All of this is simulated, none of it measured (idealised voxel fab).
process module | voxel tone inversion
Square cells of 5 nm make up the cross-section cut, whose width is 215 nm.
When this document writes out a cross-section, it uses a grid of square cells and lists it as bands, beginning at the top and moving down, with a band standing for one or more rows of cells. This entry defines a band. It first specifies the height of the band's top and the height of its bottom in nm, and then specifies the band's materials from left to right, stating each material with its width in nm. The word "everywhere" identifies a single material that fills the band from edge to edge, while the word "blank" identifies empty space. The level at which height equals 0 is the one under which the wafer, as it arrives, is entirely one material. No lower edge exists for the bottom band, which continues downward and is notated as in "0 -> down". Think of "30->40" as a width that walks from the first number to the second as you go down the band, top row to bottom row, taking equal-sized steps from row to row. Key: "no change occurred" - step with no changed cell in the cross-section. "Completely enclosed voids" specifies each empty space that is not open to the top and that occupies no fewer than 8 cells, using the form width x height at distance, the distance measured from the left edge and all three quantities in nm. That trailing text on a step's line, after the settings, is the simulator's own remark on the step. overlay nm: where the mask lay relative to plan, measured to the right, on steps with a mask; negatives go left.
## These are the steps we planned for the process
| 1 | RECEIVE,material Si |
| 2 | CONFORMAL_DEP,material SiN,thk nm 10 |
| 3 | DIRECTIONAL_DEP,material polySi,thk nm 25 |
| 4 | PATTERN,tone cover,mask id POSTS,material resist,width nm 20,pitch nm 50,thk nm 35,overlay nm 0 |
| 5 | DIRECTIONAL_ETCH,etch materials polySi,depth nm 25 |
| 6 | STRIP,etch materials resist |
| 7 | FILL_DEP,material lowk,thk nm 5 |
| 8 | CMP,height nm 35 |
| 9 | STRIP,etch materials polySi |
| 10 | CONFORMAL_DEP,material TiN,thk nm 5 |
| 11 | FILL_DEP,material Ru,thk nm 10 |
| 12 | CMP,height nm 35 |
| 13 | CONFORMAL_DEP,material SiCN,thk nm 5 |
## First wafer of two (run as planned)
## Received-state cross-section, reflecting completion of step 1
    0 -> down  Si everywhere
    Completely enclosed voids: none
## Wafer section view after processing step 2
    10 -> 0  SiN everywhere
    Unchanged below 0.
## Wafer section view after processing step 3
    35 -> 10  polySi everywhere
    Unchanged below 10.
## Wafer section view after processing step 4
    70 -> 35  45 of blank, then 20 of resist, then 30 of blank, then 20 of resist, then 30 of blank, then 20 of resist, then 50 of blank
    Unchanged below 35.
## Wafer section view after processing step 5
    70 -> 35  45 of blank, then 20 of resist, then 30 of blank, then 20 of resist, then 30 of blank, then 20 of resist, then 50 of blank
    35 -> 10  45 of blank, then 20 of polySi, then 30 of blank, then 20 of polySi, then 30 of blank, then 20 of polySi, then 50 of blank
    Unchanged below 10.
## Wafer section view after processing step 6
    35 -> 10  45 of blank, then 20 of polySi, then 30 of blank, then 20 of polySi, then 30 of blank, then 20 of polySi, then 50 of blank
    Unchanged below 10.
## Wafer section view after processing step 7
    40 -> 35  lowk everywhere
    35 -> 10  45 of lowk, then 20 of polySi, then 30 of lowk, then 20 of polySi, then 30 of lowk, then 20 of polySi, then 50 of lowk
    Unchanged below 10.
## Wafer section view after processing step 8
    35 -> 10  45 of lowk, then 20 of polySi, then 30 of lowk, then 20 of polySi, then 30 of lowk, then 20 of polySi, then 50 of lowk
    Unchanged below 10.
## Wafer section view after processing step 9
    35 -> 10  45 of lowk, then 20 of blank, then 30 of lowk, then 20 of blank, then 30 of lowk, then 20 of blank, then 50 of lowk
    Unchanged below 10.
## Wafer section view after processing step 10
    40 -> 35  50 of TiN, then 10 of blank, then 40 of TiN, then 10 of blank, then 40 of TiN, then 10 of blank, then 55 of TiN
    35 -> 15  45 of lowk, then 5 of TiN, then 10 of blank, then 5 of TiN, then 30 of lowk, then 5 of TiN, then 10 of blank, then 5 of TiN, then 30 of lowk, then 5 of TiN, then 10 of blank, then 5 of TiN, then 50 of lowk
    15 -> 10  45 of lowk, then 20 of TiN, then 30 of lowk, then 20 of TiN, then 30 of lowk, then 20 of TiN, then 50 of lowk
    Unchanged below 10.
## Wafer section view after processing step 11
    50 -> 40  Ru everywhere
    40 -> 35  50 of TiN, then 10 of Ru, then 40 of TiN, then 10 of Ru, then 40 of TiN, then 10 of Ru, then 55 of TiN
    35 -> 15  45 of lowk, then 5 of TiN, then 10 of Ru, then 5 of TiN, then 30 of lowk, then 5 of TiN, then 10 of Ru, then 5 of TiN, then 30 of lowk, then 5 of TiN, then 10 of Ru, then 5 of TiN, then 50 of lowk
    Unchanged below 15.
## Wafer section view after processing step 12
    35 -> 15  45 of lowk, then 5 of TiN, then 10 of Ru, then 5 of TiN, then 30 of lowk, then 5 of TiN, then 10 of Ru, then 5 of TiN, then 30 of lowk, then 5 of TiN, then 10 of Ru, then 5 of TiN, then 50 of lowk
    Unchanged below 15.
## Wafer section view after processing step 13
    40 -> 35  SiCN everywhere
    Unchanged below 35.
## Notes, second wafer: start = first wafer's, plan = first wafer's, execution had one mistake; history identical to first through step 3
## Cross-section, second wafer, at the end time the plan gives for step 4
    70 -> 35  45 of resist, then 20 of blank, then 30 of resist, then 20 of blank, then 30 of resist, then 20 of blank, then 50 of resist
    Unchanged below 35.
## Cross-section, second wafer, at the end time the plan gives for step 5
    70 -> 35  45 of resist, then 20 of blank, then 30 of resist, then 20 of blank, then 30 of resist, then 20 of blank, then 50 of resist
    35 -> 10  45 of polySi, then 20 of blank, then 30 of polySi, then 20 of blank, then 30 of polySi, then 20 of blank, then 50 of polySi
    Unchanged below 10.
## Cross-section, second wafer, at the end time the plan gives for step 6
    35 -> 10  45 of polySi, then 20 of blank, then 30 of polySi, then 20 of blank, then 30 of polySi, then 20 of blank, then 50 of polySi
    Unchanged below 10.
## Cross-section, second wafer, at the end time the plan gives for step 7
    40 -> 35  lowk everywhere
    35 -> 10  45 of polySi, then 20 of lowk, then 30 of polySi, then 20 of lowk, then 30 of polySi, then 20 of lowk, then 50 of polySi
    Unchanged below 10.
## Cross-section, second wafer, at the end time the plan gives for step 8
    35 -> 10  45 of polySi, then 20 of lowk, then 30 of polySi, then 20 of lowk, then 30 of polySi, then 20 of lowk, then 50 of polySi
    Unchanged below 10.
## Cross-section, second wafer, at the end time the plan gives for step 9
    35 -> 10  45 of blank, then 20 of lowk, then 30 of blank, then 20 of lowk, then 30 of blank, then 20 of lowk, then 50 of blank
    Unchanged below 10.
## Cross-section, second wafer, at the end time the plan gives for step 10
    40 -> 35  40 of blank, then 30 of TiN, then 20 of blank, then 30 of TiN, then 20 of blank, then 30 of TiN, then 45 of blank
    35 -> 15  40 of blank, then 5 of TiN, then 20 of lowk, then 5 of TiN, then 20 of blank, then 5 of TiN, then 20 of lowk, then 5 of TiN, then 20 of blank, then 5 of TiN, then 20 of lowk, then 5 of TiN, then 45 of blank
    15 -> 10  45 of TiN, then 20 of lowk, then 30 of TiN, then 20 of lowk, then 30 of TiN, then 20 of lowk, then 50 of TiN
    Unchanged below 10.
## Cross-section, second wafer, at the end time the plan gives for step 11
    50 -> 40  Ru everywhere
    40 -> 35  40 of Ru, then 30 of TiN, then 20 of Ru, then 30 of TiN, then 20 of Ru, then 30 of TiN, then 45 of Ru
    35 -> 15  40 of Ru, then 5 of TiN, then 20 of lowk, then 5 of TiN, then 20 of Ru, then 5 of TiN, then 20 of lowk, then 5 of TiN, then 20 of Ru, then 5 of TiN, then 20 of lowk, then 5 of TiN, then 45 of Ru
    Unchanged below 15.
## Cross-section, second wafer, at the end time the plan gives for step 12
    35 -> 15  40 of Ru, then 5 of TiN, then 20 of lowk, then 5 of TiN, then 20 of Ru, then 5 of TiN, then 20 of lowk, then 5 of TiN, then 20 of Ru, then 5 of TiN, then 20 of lowk, then 5 of TiN, then 45 of Ru
    Unchanged below 15.
## Cross-section, second wafer, at the end time the plan gives for step 13
    40 -> 35  SiCN everywhere
    Unchanged below 35.
what went wrong: the process deviated at step 4: the operation and settings actually run there were PATTERN,tone open,mask id POSTS,material resist,width nm 20,pitch nm 50,thk nm 35,overlay nm 0
Heads up, by the end the second wafer has more or fewer cells of some materials compared to the first: +76 Ru, +19 TiN, -95 lowk
